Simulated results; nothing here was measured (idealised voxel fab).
Title: Process Module voxel self aligned vias
Cross-sectional view cut (width: 270 nm; square cell size: 5 nm).
Cross-section, as written here: a square-cell grid given band by band from the top down, where a band holds one or more rows of cells. For a band, the entry starts with two heights in nm, that of the top and then that of the bottom, and carries on with the band's materials in order from left to right, each alongside its width in nm; the word "edge to edge" beside a single material means it fills the band edge to edge, and "empty" means empty space. Zero point of the height axis is 0; under it, received wafer = one material. Lowest band: continues down indefinitely, "0 -> down". The width entry "30->40" should be interpreted row by row: the top row of cells in the band takes the first number, the bottom row takes the second number, and the change between adjacent rows is uniform throughout. "no change occurred" -> step changed no cross-section cell. "Closed voids list": empty spaces of 8 cells or more with no open way to the top, each given as width x height at distance, distance from the left edge, all in nm. Read whatever lies past the settings on a step's line as the simulator's own remark about the step. overlay nm: mask offset rightward from planned place, masked step; negative means leftward offset.

**The steps planned for the process are as follows**
1 RECEIVE | material Si
2 CONFORMAL_DEP | material SiO2 | thk nm 10
3 CONFORMAL_DEP | material SiCN | thk nm 5
4 DIRECTIONAL_DEP | material SiO2 | thk nm 30
5 PATTERN | tone open | mask id LINES | material resist | width nm 25 | pitch nm 65 | thk nm 20 | overlay nm -15
6 DIRECTIONAL_ETCH | etch materials SiO2 | depth nm 30
7 STRIP | etch materials resist
8 CONFORMAL_DEP | material TiN | thk nm 5
9 FILL_DEP | material W | thk nm 10
10 CMP | height nm 45
11 SELECTIVE_ETCH | etch materials W Ru TiN | depth nm 5
12 FILL_DEP | material SiN | thk nm 5
13 CMP | height nm 45
14 DIRECTIONAL_DEP | material SiO2 | thk nm 20
15 MASKED_ETCH | tone open | mask id VIAS | width nm 35 | pitch nm 65 | etch materials SiO2 | depth nm 20 | overlay nm 0
16 MASKED_ETCH | tone open | mask id VIAS | width nm 35 | pitch nm 65 | etch materials SiN | depth nm 5 | overlay nm 0
17 CONFORMAL_DEP | material TiN | thk nm 5
18 FILL_DEP | material Cu | thk nm 10
19 CMP | height nm 65
20 CONFORMAL_DEP | material SiCN | thk nm 5
Heads up: all these wafers start the same, and what changes between them is the overlay nm in step 5. The value you see in the plan is just what the first wafer got.

**So this is the first of several wafers, cross-sectioned as it came to us, meaning it's at the end of step 1**
* 0 -> down  Si edge to edge
* Closed voids list: none

**Quick look at the cross-section of the first of several wafers after step 20, which wraps up the module**
* 70 -> 65  SiCN edge to edge
* 65 -> 50  50 SiO2 | 5 TiN | 25 Cu | 5 TiN | 30 SiO2 | 5 TiN | 25 Cu | 5 TiN | 30 SiO2 | 5 TiN | 25 Cu | 5 TiN | 55 SiO2
* 50 -> 45  50 SiO2 | 5 TiN | 5 Cu | 25 TiN | 30 SiO2 | 5 TiN | 5 Cu | 25 TiN | 30 SiO2 | 5 TiN | 5 Cu | 25 TiN | 55 SiO2
* 45 -> 40  40 SiO2 | 10 SiN | 15 TiN | 40 SiO2 | 10 SiN | 15 TiN | 40 SiO2 | 10 SiN | 15 TiN | 75 SiO2
* 40 -> 20  40 SiO2 | 5 TiN | 15 W | 5 TiN | 40 SiO2 | 5 TiN | 15 W | 5 TiN | 40 SiO2 | 5 TiN | 15 W | 5 TiN | 75 SiO2
* 20 -> 15  40 SiO2 | 25 TiN | 40 SiO2 | 25 TiN | 40 SiO2 | 25 TiN | 75 SiO2
* 15 -> 10  SiCN edge to edge
* 10 -> 0  SiO2 edge to edge
* 0 -> down  Si edge to edge
* Closed voids list: none

**Cross-sectional view, end of module, last wafer of several**
* 70 -> 65  SiCN edge to edge
* 65 -> 50  50 SiO2 | 5 TiN | 25 Cu | 5 TiN | 30 SiO2 | 5 TiN | 25 Cu | 5 TiN | 30 SiO2 | 5 TiN | 25 Cu | 5 TiN | 55 SiO2
* 50 -> 45  50 SiO2 | 25 TiN | 5 Cu | 5 TiN | 30 SiO2 | 25 TiN | 5 Cu | 5 TiN | 30 SiO2 | 25 TiN | 5 Cu | 5 TiN | 55 SiO2
* 45 -> 40  70 SiO2 | 15 TiN | 10 SiN | 40 SiO2 | 15 TiN | 10 SiN | 40 SiO2 | 15 TiN | 10 SiN | 45 SiO2
* 40 -> 20  70 SiO2 | 5 TiN | 15 W | 5 TiN | 40 SiO2 | 5 TiN | 15 W | 5 TiN | 40 SiO2 | 5 TiN | 15 W | 5 TiN | 45 SiO2
* 20 -> 15  70 SiO2 | 25 TiN | 40 SiO2 | 25 TiN | 40 SiO2 | 25 TiN | 45 SiO2
* 15 -> 10  SiCN edge to edge
* 10 -> 0  SiO2 edge to edge
* 0 -> down  Si edge to edge
* Closed voids list: none

**Gained (+) or lost (-) cells of each material since receipt, then closed voids: one row per wafer, at the end of the module**
overlay nm -15, +48 Cu, +108 SiCN, +6 SiN, +474 SiO2, +84 TiN, +36 W, Closed voids list: none
overlay nm -10, +51 Cu, +108 SiCN, +3 SiN, +474 SiO2, +84 TiN, +36 W, Closed voids list: none
overlay nm -5, +54 Cu, +108 SiCN, +474 SiO2, +84 TiN, +36 W, Closed voids list: none
overlay nm 0, +54 Cu, +108 SiCN, +474 SiO2, +84 TiN, +36 W, Closed voids list: none
overlay nm 5, +54 Cu, +108 SiCN, +474 SiO2, +84 TiN, +36 W, Closed voids list: none
overlay nm 10, +51 Cu, +108 SiCN, +3 SiN, +474 SiO2, +84 TiN, +36 W, Closed voids list: none
overlay nm 15, +48 Cu, +108 SiCN, +6 SiN, +474 SiO2, +84 TiN, +36 W, Closed voids list: none
